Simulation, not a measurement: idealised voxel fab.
voxel transistor to metal: a process module
270 nm wide, 5 nm square cells: that's cross-section cut.
In this document a cross-section is written as a grid of square cells. It is given as a series of bands, listed from the top down, and a band is one or more rows of cells.
For a band, the entry starts with two heights in nm, that of the top and then that of the bottom, and carries on with the band's materials in order from left to right, each alongside its width in nm; the word "edge to edge" beside a single material means it fills the band edge to edge, and "air" means empty space.
Heights are measured from 0, the level below which the as-received wafer is all one material; the lowest band has no bottom and continues downward, written as in "0 down".
Graded width ("30->40"): value in top row of band = first number; value in bottom row = second number; row-to-row change constant.
The designation "nothing got changed", where it is given for a processing step, indicates that no cell of the cross-section was altered in the course of that step.
Entry "Tabulated closed voids". Content: empty spaces with no open connection to the top, size 8 cells or greater. Each: width x height at distance. Distance: from left edge. Unit: nm.
That trailing text on a step's line, after the settings, is the simulator's own remark on the step.
overlay nm: on a step with a mask, how far right of its planned place the mask lay; negative means left.
**Process steps - plan**
1. RECEIVE: material Si
2. CONFORMAL_DEP: material SiO2, thk nm 5
3. CONFORMAL_DEP: material SiN, thk nm 10
4. MASKED_ETCH: tone cover, mask id ACTIVE, width nm 100, pitch nm 130, etch materials SiN, depth nm 10, overlay nm 0
5. MASKED_ETCH: tone cover, mask id ACTIVE, width nm 100, pitch nm 130, etch materials SiO2, depth nm 5, overlay nm 0
6. MASKED_ETCH: tone cover, mask id ACTIVE, width nm 100, pitch nm 130, etch materials Si, depth nm 25, overlay nm 0
7. OXIDIZE: depth nm 5
8. FILL_DEP: material SiO2, thk nm 10
9. CMP: height nm 15
10. SELECTIVE_ETCH: etch materials SiO2, depth nm 5
11. STRIP: etch materials SiN
12. SELECTIVE_ETCH: etch materials SiO2, depth nm 5
13. OXIDIZE: depth nm 5
14. DIRECTIONAL_DEP: material polySi, thk nm 30
15. DIRECTIONAL_DEP: material SiCN, thk nm 10
16. DIRECTIONAL_DEP: material aC, thk nm 15
17. PATTERN: tone cover, mask id GATE, material resist, width nm 30, pitch nm 130, thk nm 30, overlay nm 0
18. DIRECTIONAL_ETCH: etch materials aC, depth nm 15
19. STRIP: etch materials resist
20. DIRECTIONAL_ETCH: etch materials SiCN, depth nm 20
21. DIRECTIONAL_ETCH: etch materials polySi, depth nm 40
22. STRIP: etch materials aC
23. CONFORMAL_DEP: material SiN, thk nm 10
24. DIRECTIONAL_ETCH: etch materials SiN, depth nm 10
25. DIRECTIONAL_ETCH: etch materials SiO2, depth nm 5
26. DIRECTIONAL_ETCH: etch materials Si, depth nm 10
27. EPI: material pSi, thk nm 10
28. FILL_DEP: material SiO2, thk nm 10
29. CMP: height nm 30
30. STRIP: etch materials polySi
31. SELECTIVE_ETCH: etch materials SiO2, depth nm 5
32. CONFORMAL_DEP: material HfO2, thk nm 5
33. CONFORMAL_DEP: material TiN, thk nm 5
34. FILL_DEP: material W, thk nm 5
35. CMP: height nm 25
36. DIRECTIONAL_DEP: material SiO2, thk nm 15
37. PATTERN: tone open, mask id CONTACT, material resist, width nm 15, thk nm 20, overlay nm 0
38. DIRECTIONAL_ETCH: etch materials SiO2, depth nm 45
39. STRIP: etch materials resist
40. CONFORMAL_DEP: material TiN, thk nm 5
41. FILL_DEP: material Ru, thk nm 5
42. CMP: height nm 40
43. CONFORMAL_DEP: material SiCN, thk nm 5
44. DIRECTIONAL_DEP: material lowk, thk nm 15
45. MASKED_ETCH: tone open, mask id METAL_1, width nm 15, etch materials lowk, depth nm 15, overlay nm 0
46. MASKED_ETCH: tone open, mask id METAL_1, width nm 15, etch materials SiCN, depth nm 5, overlay nm 0
47. CONFORMAL_DEP: material TiN, thk nm 5
48. FILL_DEP: material Cu, thk nm 5
49. CMP: height nm 60
50. CONFORMAL_DEP: material SiCN, thk nm 5
51. DIRECTIONAL_DEP: material SiO2, thk nm 35
52. PATTERN: tone open, mask id METAL_2, material resist, width nm 15, pitch nm 130, thk nm 15, overlay nm 0
53. DIRECTIONAL_ETCH: etch materials SiO2, depth nm 20
54. STRIP: etch materials resist
55. DIRECTIONAL_DEP: material aC, thk nm 10
56. PATTERN: tone open, mask id METAL_2_HOLES, material resist, width nm 15, pitch nm 130, thk nm 30, overlay nm 0
57. DIRECTIONAL_ETCH: etch materials aC, depth nm 10
58. STRIP: etch materials resist
59. DIRECTIONAL_ETCH: etch materials SiO2, depth nm 15
60. DIRECTIONAL_ETCH: etch materials SiCN, depth nm 5
61. STRIP: etch materials aC
62. CONFORMAL_DEP: material TiN, thk nm 5
63. FILL_DEP: material Ru, thk nm 5
64. CMP: height nm 100
65. CONFORMAL_DEP: material SiN, thk nm 5
**This is the cross-section of the wafer as we received it, i.e. after step 1**
  0 down  Si edge to edge
  Tabulated closed voids: none
**One mistake in running the module, otherwise start and plan as above: cross-section at the end**
  105 to 100  TiN edge to edge
  100 to 65  SiO2 25; TiN 5; Ru 5; TiN 5; SiO2 115; TiN 5; Ru 5; TiN 5; SiO2 100
  65 to 60  SiCN 25; TiN 15; SiCN 115; TiN 15; SiCN 100
  60 to 45  lowk 25; TiN 5; Cu 5; TiN 5; lowk 60; TiN 5; Cu 5; TiN 5; lowk 40; TiN 5; Cu 5; TiN 5; lowk 60; TiN 5; Cu 5; TiN 5; lowk 25
  45 to 40  SiCN 25; TiN 15; SiCN 60; TiN 15; SiCN 40; TiN 15; SiCN 60; TiN 15; SiCN 25
  40 to 25  SiO2 25; TiN 5; Ru 5; TiN 5; SiO2 60; TiN 5; Ru 5; TiN 5; SiO2 40; TiN 5; Ru 5; TiN 5; SiO2 60; TiN 5; Ru 5; TiN 5; SiO2 25
  25 to 10  SiO2 25; TiN 5; Ru 5; TiN 5; SiO2 5; SiN 10; HfO2 5; TiN 5; W 10; TiN 5; HfO2 5; SiN 10; SiO2 5; TiN 5; Ru 5; TiN 5; SiO2 40; TiN 5; Ru 5; TiN 5; SiO2 5; SiN 10; HfO2 5; TiN 5; W 10; TiN 5; HfO2 5; SiN 10; SiO2 5; TiN 5; Ru 5; TiN 5; SiO2 25
  10 to 5  SiO2 25; TiN 15; SiO2 5; SiN 10; HfO2 5; TiN 5; W 10; TiN 5; HfO2 5; SiN 10; SiO2 5; TiN 15; SiO2 40; TiN 15; SiO2 5; SiN 10; HfO2 5; TiN 5; W 10; TiN 5; HfO2 5; SiN 10; SiO2 5; TiN 15; SiO2 25
  5 to 0  SiO2 15; SiN 10; TiN 10; pSi 10; SiN 10; HfO2 5; TiN 20; HfO2 5; SiN 10; pSi 10; TiN 10; SiN 10; SiO2 20; SiN 10; TiN 10; pSi 10; SiN 10; HfO2 5; TiN 20; HfO2 5; SiN 10; pSi 10; TiN 10; SiN 10; SiO2 15
  0 to -5  SiO2 25; TiN 10; pSi 10; SiO2 5; HfO2 40; SiO2 5; pSi 10; TiN 10; SiO2 40; TiN 10; pSi 10; SiO2 5; HfO2 40; SiO2 5; pSi 10; TiN 10; SiO2 25
  -5 to -15  SiO2 25; pSi 20; Si 50; pSi 20; SiO2 40; pSi 20; Si 50; pSi 20; SiO2 25
  -15 to -30  SiO2 25; Si 90; SiO2 40; Si 90; SiO2 25
  -30 down  Si edge to edge
  Tabulated closed voids: none
Against the plan, the run slipped here: step 65 ran as: CONFORMAL_DEP: material TiN, thk nm 5
